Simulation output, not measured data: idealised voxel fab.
Process module, titled voxel capacitor over wiring
The width of the displayed cross-section, cut, is 220 nm; its cells are square, with a size of 5 nm.
If you're reading a cross-section in this doc, picture square cells in a grid; it comes to you as bands, top ones listed first down to the bottom, and a band can be one or more rows of cells.
Band: top height; bottom height; in nm. Then, left to right: material with width in nm, for each material. "throughout": a single material spanning edge to edge. "empty": empty space.
Height 0 is the level under which the wafer as received is all one material. The lowest band goes on downwards, as in "0 and below".
A two-number width, for instance "30 to 40", indicates that the width is equal to the first number in the top row of the band and to the second number in the bottom row, and that it changes by a constant amount per row of cells.
"nothing was modified" means the step left every cell of the cross-section as it was.
The list in "Encapsulated voids" covers empty spaces of 8 cells or more that cannot reach the top through any open way, and it gives each as width x height at distance; the distance is from the left edge, and width, height and distance are in nm.
It should be noted that, on the line of a given step, the content following the step's settings is a remark produced by the simulator itself with respect to that step.
overlay nm: where the mask lay relative to plan, measured to the right, on steps with a mask; negatives go left.
### Process steps (planned)
1. RECEIVE,material Si
2. CONFORMAL_DEP,material SiO2,thk nm 15
3. DIRECTIONAL_DEP,material TiN,thk nm 5
4. DIRECTIONAL_DEP,material Ru,thk nm 15
5. DIRECTIONAL_DEP,material aC,thk nm 10
6. PATTERN,tone cover,mask id METAL_1,material resist,width nm 25,pitch nm 85,thk nm 30,overlay nm 0
7. DIRECTIONAL_ETCH,etch materials aC,depth nm 10
8. STRIP,etch materials resist
9. DIRECTIONAL_ETCH,etch materials Ru,depth nm 15
10. DIRECTIONAL_ETCH,etch materials TiN,depth nm 5
11. STRIP,etch materials aC
12. CONFORMAL_DEP,material SiN,thk nm 5
13. FILL_DEP,material SiO2,thk nm 5
14. CMP,height nm 35
15. CONFORMAL_DEP,material SiCN,thk nm 5
16. DIRECTIONAL_DEP,material lowk,thk nm 20
17. PATTERN,tone open,mask id PLUG_1,material resist,width nm 15,thk nm 15,overlay nm 0
18. DIRECTIONAL_ETCH,etch materials lowk,depth nm 10
19. DIRECTIONAL_ETCH,etch materials SiCN,depth nm 5
20. STRIP,etch materials resist
21. EPI,material Ru,thk nm 10
22. EPI,material Ru,thk nm 10
23. EPI,material Ru,thk nm 5
24. DIRECTIONAL_DEP,material TiN,thk nm 10
25. DIRECTIONAL_DEP,material Al2O3,thk nm 5
26. DIRECTIONAL_DEP,material TiN,thk nm 5
27. MASKED_ETCH,tone cover,mask id UPPER_PLATE,width nm 65,etch materials TiN,depth nm 5,overlay nm 0
28. MASKED_ETCH,tone cover,mask id UPPER_PLATE,width nm 65,etch materials Al2O3,depth nm 5,overlay nm 0
29. PATTERN,tone cover,mask id LOWER_PLATE,material resist,width nm 75,thk nm 20,overlay nm 0
30. DIRECTIONAL_ETCH,etch materials TiN,depth nm 10
31. STRIP,etch materials resist
32. FILL_DEP,material SiO2,thk nm 15
33. CMP,height nm 90
34. DIRECTIONAL_DEP,material aC,thk nm 10
35. PATTERN,tone open,mask id PLUG_2,material resist,width nm 15,thk nm 30,overlay nm 0
36. DIRECTIONAL_ETCH,etch materials aC,depth nm 10
37. STRIP,etch materials resist
38. DIRECTIONAL_ETCH,etch materials SiO2,depth nm 10
39. STRIP,etch materials aC
40. CONFORMAL_DEP,material TiN,thk nm 5
41. FILL_DEP,material W,thk nm 5
42. CMP,height nm 90
43. CONFORMAL_DEP,material SiCN,thk nm 5
varied across the wafers: depth nm of step 18. The plan shows the first wafer's value. All wafers start alike
### The first of several wafers in cross-section, exactly as it reached us after step 1
    0 and below | Si throughout
    Encapsulated voids: none
### The first of several wafers, seen in cross-section after the module's last step, step 43
    95 down to 90 | SiCN throughout
    90 down to 85 | SiO2 (75), TiN (5), W (5), TiN (5), SiO2 (130)
    85 down to 75 | SiO2 (75 to 80), TiN (15 to 50), SiO2 (130 to 90)
    75 down to 70 | SiO2 (80), Al2O3 (50), SiO2 (90)
    70 down to 65 | SiO2 (60), TiN (75), SiO2 (85)
    65 down to 60 | SiO2 (60), TiN (5), Al2O3 (15), TiN (55), SiO2 (85)
    60 down to 50 | lowk (65), TiN (15), lowk (140)
    50 down to 40 | lowk throughout
    40 down to 35 | SiCN throughout
    35 down to 20 | SiO2 (50), SiN (5), Ru (25), SiN (5), SiO2 (50), SiN (5), Ru (25), SiN (5), SiO2 (50)
    20 down to 15 | SiN (55), TiN (25), SiN (60), TiN (25), SiN (55)
    15 down to 0 | SiO2 throughout
    0 and below | Si throughout
    Encapsulated voids: none
### Final wafer cross-section at module end
    95 down to 90 | SiCN throughout
    90 down to 85 | SiO2 (75), TiN (5), W (5), TiN (5), SiO2 (130)
    85 down to 75 | SiO2 (75 to 65), TiN (15 to 65), SiO2 (130 to 90)
    75 down to 70 | SiO2 (65), Al2O3 (65), SiO2 (90)
    70 down to 60 | SiO2 (60), TiN (75), SiO2 (85)
    60 down to 40 | lowk (65), Ru (15), lowk (140)
    40 down to 35 | SiCN (65), Ru (15), SiCN (140)
    35 down to 20 | SiO2 (50), SiN (5), Ru (25), SiN (5), SiO2 (50), SiN (5), Ru (25), SiN (5), SiO2 (50)
    20 down to 15 | SiN (55), TiN (25), SiN (60), TiN (25), SiN (55)
    15 down to 0 | SiO2 throughout
    0 and below | Si throughout
    Encapsulated voids: none
### Wafer rows, end of module: cells per material gained (+) or lost (-) since receipt; closed voids last
depth nm 10, +13 Al2O3, +30 Ru, +88 SiCN, +46 SiN, +430 SiO2, +58 TiN, +1 W, +170 lowk, Encapsulated voids: none
depth nm 15, +13 Al2O3, +30 Ru, +88 SiCN, +46 SiN, +433 SiO2, +58 TiN, +1 W, +167 lowk, Encapsulated voids: none
depth nm 20, +13 Al2O3, +45 Ru, +85 SiCN, +46 SiN, +424 SiO2, +58 TiN, +1 W, +164 lowk, Encapsulated voids: none
depth nm 25, +13 Al2O3, +45 Ru, +85 SiCN, +46 SiN, +424 SiO2, +58 TiN, +1 W, +164 lowk, Encapsulated voids: none
depth nm 30, +13 Al2O3, +45 Ru, +85 SiCN, +46 SiN, +424 SiO2, +58 TiN, +1 W, +164 lowk, Encapsulated voids: none
depth nm 35, +13 Al2O3, +45 Ru, +85 SiCN, +46 SiN, +424 SiO2, +58 TiN, +1 W, +164 lowk, Encapsulated voids: none
